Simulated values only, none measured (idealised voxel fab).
The document below concerns the process module designated voxel capacitor over wiring.
Xsec cut, 290 nm wide, square cell size 5 nm.
Heads up, the way a cross-section reads in here is a grid of square cells, handed over as bands from the top down, with every band being one or more rows of cells. Band entry format. Leading values: height of top, height of bottom, nm. Remainder: materials in left-to-right order, each with its width in nm. Special words: "edge to edge" on a single material, which then fills the band edge to edge; "empty", empty space. Ref level 0: as-received wafer is one material below here. Bottom band extends down with no lower bound ("0 nm and below"). Width spec "30..40" -> top row of cells at first value, bottom row at second value, equal per-row change in between. The cross-section has no changed cell in any step marked "nothing was modified". Closed-off voids of 8+ cells (no open route to the top) go in "Voids, enclosed", written width x height at distance from the left edge, in nm. Past the settings on a step's line: simulator remark, on that step. overlay nm: mask right of planned place by this much (step with mask). Neg. = left.

## plan
step 1: RECEIVE | material Si
step 2: CONFORMAL_DEP | material SiO2 | thk nm 10
step 3: CONFORMAL_DEP | material SiCN | thk nm 5
step 4: DIRECTIONAL_DEP | material SiO2 | thk nm 20
step 5: MASKED_ETCH | tone open | mask id METAL_1 | width nm 20 | pitch nm 80 | etch materials SiO2 | depth nm 20 | overlay nm 0
step 6: MASKED_ETCH | tone open | mask id METAL_1 | width nm 20 | pitch nm 80 | etch materials SiCN | depth nm 5 | overlay nm 0
step 7: CONFORMAL_DEP | material TiN | thk nm 5
step 8: FILL_DEP | material Cu | thk nm 5
step 9: CMP | height nm 35
step 10: EPI | material Ru | thk nm 5
step 11: FILL_DEP | material SiCN | thk nm 5
step 12: DIRECTIONAL_DEP | material lowk | thk nm 10
step 13: MASKED_ETCH | tone open | mask id PLUG_1 | width nm 15 | etch materials lowk | depth nm 10 | overlay nm 0
step 14: MASKED_ETCH | tone open | mask id PLUG_1 | width nm 15 | etch materials SiCN | depth nm 5 | overlay nm 0
step 15: CONFORMAL_DEP | material TiN | thk nm 5
step 16: FILL_DEP | material Ru | thk nm 5
step 17: CMP | height nm 55
step 18: DIRECTIONAL_DEP | material TiN | thk nm 5
step 19: DIRECTIONAL_DEP | material Al2O3 | thk nm 5
step 20: DIRECTIONAL_DEP | material TiN | thk nm 5
step 21: MASKED_ETCH | tone cover | mask id UPPER_PLATE | width nm 65 | etch materials TiN | depth nm 5 | overlay nm 0
step 22: MASKED_ETCH | tone cover | mask id UPPER_PLATE | width nm 65 | etch materials Al2O3 | depth nm 5 | overlay nm 0
step 23: MASKED_ETCH | tone cover | mask id LOWER_PLATE | width nm 75 | etch materials TiN | depth nm 5 | overlay nm 0
step 24: FILL_DEP | material SiO2 | thk nm 15
step 25: CMP | height nm 80
step 26: MASKED_ETCH | tone open | mask id PLUG_2 | width nm 15 | etch materials SiO2 | depth nm 10 | overlay nm 0
step 27: CONFORMAL_DEP | material TiN | thk nm 5
step 28: FILL_DEP | material Cu | thk nm 5
step 29: CMP | height nm 80
step 30: CONFORMAL_DEP | material SiN | thk nm 5

## First of two wafers, with the run carried out as planned

## As received (post step 1): cross-section
    0 nm and below = Si edge to edge
    Voids, enclosed: none

## Take a look at the wafer's cross-section after step 2
    10 nm to 0 nm = SiO2 edge to edge
    Unchanged below 0.

## Take a look at the wafer's cross-section after step 3
    15 nm to 10 nm = SiCN edge to edge
    Unchanged below 10.

## Take a look at the wafer's cross-section after step 4
    35 nm to 15 nm = SiO2 edge to edge
    Unchanged below 15.

## Take a look at the wafer's cross-section after step 5
    35 nm to 15 nm = 95 of SiO2, then 20 of empty, then 60 of SiO2, then 20 of empty, then 95 of SiO2
    Unchanged below 15.

## Take a look at the wafer's cross-section after step 6
    35 nm to 15 nm = 95 of SiO2, then 20 of empty, then 60 of SiO2, then 20 of empty, then 95 of SiO2
    15 nm to 10 nm = 95 of SiCN, then 20 of empty, then 60 of SiCN, then 20 of empty, then 95 of SiCN
    Unchanged below 10.

## Take a look at the wafer's cross-section after step 7
    40 nm to 35 nm = 100 of TiN, then 10 of empty, then 70 of TiN, then 10 of empty, then 100 of TiN
    35 nm to 15 nm = 95 of SiO2, then 5 of TiN, then 10 of empty, then 5 of TiN, then 60 of SiO2, then 5 of TiN, then 10 of empty, then 5 of TiN, then 95 of SiO2
    15 nm to 10 nm = 95 of SiCN, then 20 of TiN, then 60 of SiCN, then 20 of TiN, then 95 of SiCN
    Unchanged below 10.

## Take a look at the wafer's cross-section after step 8
    45 nm to 40 nm = Cu edge to edge
    40 nm to 35 nm = 100 of TiN, then 10 of Cu, then 70 of TiN, then 10 of Cu, then 100 of TiN
    35 nm to 15 nm = 95 of SiO2, then 5 of TiN, then 10 of Cu, then 5 of TiN, then 60 of SiO2, then 5 of TiN, then 10 of Cu, then 5 of TiN, then 95 of SiO2
    Unchanged below 15.

## Take a look at the wafer's cross-section after step 9
    35 nm to 15 nm = 95 of SiO2, then 5 of TiN, then 10 of Cu, then 5 of TiN, then 60 of SiO2, then 5 of TiN, then 10 of Cu, then 5 of TiN, then 95 of SiO2
    Unchanged below 15.

## Take a look at the wafer's cross-section after step 10
    40 nm to 35 nm = 90 of empty, then 30 of Ru, then 50 of empty, then 30 of Ru, then 90 of empty
    Unchanged below 35.

## Take a look at the wafer's cross-section after step 11
    45 nm to 40 nm = SiCN edge to edge
    40 nm to 35 nm = 90 of SiCN, then 30 of Ru, then 50 of SiCN, then 30 of Ru, then 90 of SiCN
    Unchanged below 35.

## Take a look at the wafer's cross-section after step 12
    55 nm to 45 nm = lowk edge to edge
    Unchanged below 45.

## Take a look at the wafer's cross-section after step 13
    55 nm to 45 nm = 100 of lowk, then 15 of empty, then 175 of lowk
    Unchanged below 45.

## Take a look at the wafer's cross-section after step 14
    55 nm to 45 nm = 100 of lowk, then 15 of empty, then 175 of lowk
    45 nm to 40 nm = 100 of SiCN, then 15 of empty, then 175 of SiCN
    Unchanged below 40.

## Take a look at the wafer's cross-section after step 15
    60 nm to 55 nm = 105 of TiN, then 5 of empty, then 180 of TiN
    55 nm to 45 nm = 100 of lowk, then 5 of TiN, then 5 of empty, then 5 of TiN, then 175 of lowk
    45 nm to 40 nm = 100 of SiCN, then 15 of TiN, then 175 of SiCN
    Unchanged below 40.

## Take a look at the wafer's cross-section after step 16
    65 nm to 60 nm = Ru edge to edge
    60 nm to 55 nm = 105 of TiN, then 5 of Ru, then 180 of TiN
    55 nm to 45 nm = 100 of lowk, then 5 of TiN, then 5 of Ru, then 5 of TiN, then 175 of lowk
    Unchanged below 45.

## Take a look at the wafer's cross-section after step 17
    55 nm to 45 nm = 100 of lowk, then 5 of TiN, then 5 of Ru, then 5 of TiN, then 175 of lowk
    Unchanged below 45.

## Take a look at the wafer's cross-section after step 18
    60 nm to 55 nm = TiN edge to edge
    Unchanged below 55.

## Take a look at the wafer's cross-section after step 19
    65 nm to 60 nm = Al2O3 edge to edge
    Unchanged below 60.

## Take a look at the wafer's cross-section after step 20
    70 nm to 65 nm = TiN edge to edge
    Unchanged below 65.

## Take a look at the wafer's cross-section after step 21
    70 nm to 65 nm = 100 of empty, then 65 of TiN, then 125 of empty
    Unchanged below 65.

## Take a look at the wafer's cross-section after step 22
    70 nm to 65 nm = 100 of empty, then 65 of TiN, then 125 of empty
    65 nm to 60 nm = 100 of empty, then 65 of Al2O3, then 125 of empty
    Unchanged below 60.

## Take a look at the wafer's cross-section after step 23
    70 nm to 65 nm = 100 of empty, then 65 of TiN, then 125 of empty
    65 nm to 60 nm = 100 of empty, then 65 of Al2O3, then 125 of empty
    60 nm to 55 nm = 95 of empty, then 75 of TiN, then 120 of empty
    Unchanged below 55.

## Take a look at the wafer's cross-section after step 24
    85 nm to 70 nm = SiO2 edge to edge
    70 nm to 65 nm = 100 of SiO2, then 65 of TiN, then 125 of SiO2
    65 nm to 60 nm = 100 of SiO2, then 65 of Al2O3, then 125 of SiO2
    60 nm to 55 nm = 95 of SiO2, then 75 of TiN, then 120 of SiO2
    Unchanged below 55.

## Take a look at the wafer's cross-section after step 25
    80 nm to 70 nm = SiO2 edge to edge
    Unchanged below 70.

## Take a look at the wafer's cross-section after step 26
    80 nm to 70 nm = 110 of SiO2, then 15 of empty, then 165 of SiO2
    Unchanged below 70.

## Take a look at the wafer's cross-section after step 27
    85 nm to 80 nm = 115 of TiN, then 5 of empty, then 170 of TiN
    80 nm to 75 nm = 110 of SiO2, then 5 of TiN, then 5 of empty, then 5 of TiN, then 165 of SiO2
    75 nm to 65 nm = 110..100 of SiO2, then 15..65 of TiN, then 165..125 of SiO2
    Unchanged below 65.

## Take a look at the wafer's cross-section after step 28
    90 nm to 85 nm = Cu edge to edge
    85 nm to 80 nm = 115 of TiN, then 5 of Cu, then 170 of TiN
    80 nm to 75 nm = 110 of SiO2, then 5 of TiN, then 5 of Cu, then 5 of TiN, then 165 of SiO2
    Unchanged below 75.

## Take a look at the wafer's cross-section after step 29
    80 nm to 75 nm = 110 of SiO2, then 5 of TiN, then 5 of Cu, then 5 of TiN, then 165 of SiO2
    Unchanged below 75.

## Take a look at the wafer's cross-section after step 30
    85 nm to 80 nm = SiN edge to edge
    Unchanged below 80.

## Okay, second wafer. Nothing different at the start, nothing different in the plan, just one mistake somewhere in the running. As far as step 17, counting that step, it's the first wafer all over again

## Second wafer cross-section, taken as of the time the plan sets for step 18 to be done
    60 nm to 55 nm = Al2O3 edge to edge
    Unchanged below 55.

## Second wafer cross-section, taken as of the time the plan sets for step 19 to be done
    65 nm to 60 nm = TiN edge to edge
    Unchanged below 60.

## Second wafer cross-section, taken as of the time the plan sets for step 20 to be done
    70 nm to 60 nm = TiN edge to edge
    Unchanged below 60.

## Second wafer cross-section, taken as of the time the plan sets for step 21 to be done
    70 nm to 65 nm = 100 of empty, then 65 of TiN, then 125 of empty
    Unchanged below 65.

Second wafer cross-section, taken as of the time the plan sets for step 22 to be done: nothing was modified

## Second wafer cross-section, taken as of the time the plan sets for step 23 to be done
    70 nm to 60 nm = 100..95 of empty, then 65..75 of TiN, then 125..120 of empty
    Unchanged below 60.

## Second wafer cross-section, taken as of the time the plan sets for step 24 to be done
    85 nm to 70 nm = SiO2 edge to edge
    70 nm to 60 nm = 100..95 of SiO2, then 65..75 of TiN, then 125..120 of SiO2
    Unchanged below 60.

## Second wafer cross-section, taken as of the time the plan sets for step 25 to be done
    80 nm to 70 nm = SiO2 edge to edge
    Unchanged below 70.

## Second wafer cross-section, taken as of the time the plan sets for step 26 to be done
    80 nm to 70 nm = 110 of SiO2, then 15 of empty, then 165 of SiO2
    Unchanged below 70.

## Second wafer cross-section, taken as of the time the plan sets for step 27 to be done
    85 nm to 80 nm = 115 of TiN, then 5 of empty, then 170 of TiN
    80 nm to 75 nm = 110 of SiO2, then 5 of TiN, then 5 of empty, then 5 of TiN, then 165 of SiO2
    75 nm to 65 nm = 110..100 of SiO2, then 15..65 of TiN, then 165..125 of SiO2
    Unchanged below 65.

## Second wafer cross-section, taken as of the time the plan sets for step 28 to be done
    90 nm to 85 nm = Cu edge to edge
    85 nm to 80 nm = 115 of TiN, then 5 of Cu, then 170 of TiN
    80 nm to 75 nm = 110 of SiO2, then 5 of TiN, then 5 of Cu, then 5 of TiN, then 165 of SiO2
    Unchanged below 75.

## Second wafer cross-section, taken as of the time the plan sets for step 29 to be done
    80 nm to 75 nm = 110 of SiO2, then 5 of TiN, then 5 of Cu, then 5 of TiN, then 165 of SiO2
    Unchanged below 75.

## Second wafer cross-section, taken as of the time the plan sets for step 30 to be done
    85 nm to 80 nm = SiN edge to edge
    Unchanged below 80.
what went wrong: steps 18 and 19 run out of order (swapped)
Final tally in cells, some materials are higher or lower on the second wafer than on the first: +45 Al2O3 | -45 SiO2
